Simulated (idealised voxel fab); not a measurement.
The process module that follows is named voxel self aligned contacts.
Square cells of 5 nm make up the cross-section cut, whose width is 270 nm.
Each cross-section below is a grid of square cells, stated as bands in top-down order, with one or more rows of cells making up each band.
Top, bottom (nm), then materials left to right with widths (nm); lone material tagged "full width" fills the whole band edge to edge; "empty" = empty space.
All heights in this document are referenced to 0, defined as the level beneath which the wafer, as received, consists entirely of one material. The lowest band is not bounded below; it extends indefinitely downward and is written in the form "0 and below".
The notation "30..40" denotes a width that varies across the rows of cells in the band, beginning at the first number in the top row, finishing at the second number in the bottom row, and changing by an identical amount from each row to the next.
A step reported as "nothing changed" is a step in which no cell of the cross-section changed.
"Closed void inventory": empty spaces of 8 cells or more with no open way to the top, each given as width x height at distance, distance from the left edge, all in nm.
On a step's line, text after the settings is the simulator commenting on that step.
overlay nm: mask offset rightward from planned place, masked step; negative means leftward offset.

[plan]
1,RECEIVE, material Si
2,OXIDIZE, depth nm 5
3,DIRECTIONAL_DEP, material polySi, thk nm 20
4,DIRECTIONAL_DEP, material SiN, thk nm 25
5,PATTERN, tone cover, mask id GATE, material resist, width nm 35, pitch nm 75, thk nm 15, overlay nm 0
6,DIRECTIONAL_ETCH, etch materials SiN, depth nm 25
7,DIRECTIONAL_ETCH, etch materials polySi, depth nm 20
8,STRIP, etch materials resist
9,CONFORMAL_DEP, material SiN, thk nm 10
10,DIRECTIONAL_ETCH, etch materials SiN, depth nm 10
11,FILL_DEP, material SiO2, thk nm 20
12,CMP, height nm 55
13,MASKED_ETCH, tone open, mask id CONTACT, width nm 40, etch materials SiO2, depth nm 60, overlay nm 0
14,CONFORMAL_DEP, material TiN, thk nm 5
15,FILL_DEP, material Ru, thk nm 5
16,CMP, height nm 55
17,CONFORMAL_DEP, material SiCN, thk nm 5
Keep in mind the plan's value for the width nm of step 13 comes from the first wafer; the wafers don't share that setting, but they do share the same starting point.

[Received condition of the first of several wafers, sectioned: post-step 1]
  0 and below = Si full width
  Closed void inventory: none

[Take a look at the first of several wafers in cross-section: the module is done, and step 17 was its last step]
  60 down to 55 = SiCN full width
  55 down to 45 = 115 SiO2, 5..15 TiN, 30..10 Ru, 5..15 TiN, 115 SiO2
  45 down to 20 = 70 SiO2, 55 SiN, 5 TiN, 10 Ru, 5 TiN, 55 SiN, 70 SiO2
  20 down to 0 = 70 SiO2, 10 SiN, 35 polySi, 10 SiN, 5 TiN, 10 Ru, 5 TiN, 10 SiN, 35 polySi, 10 SiN, 70 SiO2
  0 down to -5 = 125 SiO2, 20 TiN, 125 SiO2
  -5 and below = Si full width
  Closed void inventory: none

[X-section, last wafer, module end]
  60 down to 55 = SiCN full width
  55 down to 45 = 105 SiO2, 5..25 TiN, 55..10 Ru, 5..30 TiN, 100 SiO2
  45 down to 20 = 70 SiO2, 55 SiN, 5 TiN, 10 Ru, 5 TiN, 55 SiN, 70 SiO2
  20 down to 0 = 70 SiO2, 10 SiN, 35 polySi, 10 SiN, 5 TiN, 10 Ru, 5 TiN, 10 SiN, 35 polySi, 10 SiN, 70 SiO2
  0 down to -5 = 125 SiO2, 20 TiN, 125 SiO2
  -5 and below = Si full width
  Closed void inventory: none

[So in this table every wafer gets its own row, and what you see is where it stands at the end of the module: for each material, how many cells it picked up (+) or gave up (-) since we received it, and after that its closed voids]
width nm 40; +26 Ru; -54 Si; +54 SiCN; +142 SiN; +394 SiO2; +30 TiN; +56 polySi; Closed void inventory: none
width nm 45; +27 Ru; -54 Si; +54 SiCN; +142 SiN; +392 SiO2; +31 TiN; +56 polySi; Closed void inventory: none
width nm 50; +28 Ru; -54 Si; +54 SiCN; +142 SiN; +390 SiO2; +32 TiN; +56 polySi; Closed void inventory: none
width nm 55; +29 Ru; -54 Si; +54 SiCN; +142 SiN; +388 SiO2; +33 TiN; +56 polySi; Closed void inventory: none
width nm 60; +30 Ru; -54 Si; +54 SiCN; +142 SiN; +386 SiO2; +34 TiN; +56 polySi; Closed void inventory: none
width nm 65; +31 Ru; -54 Si; +54 SiCN; +142 SiN; +384 SiO2; +35 TiN; +56 polySi; Closed void inventory: none
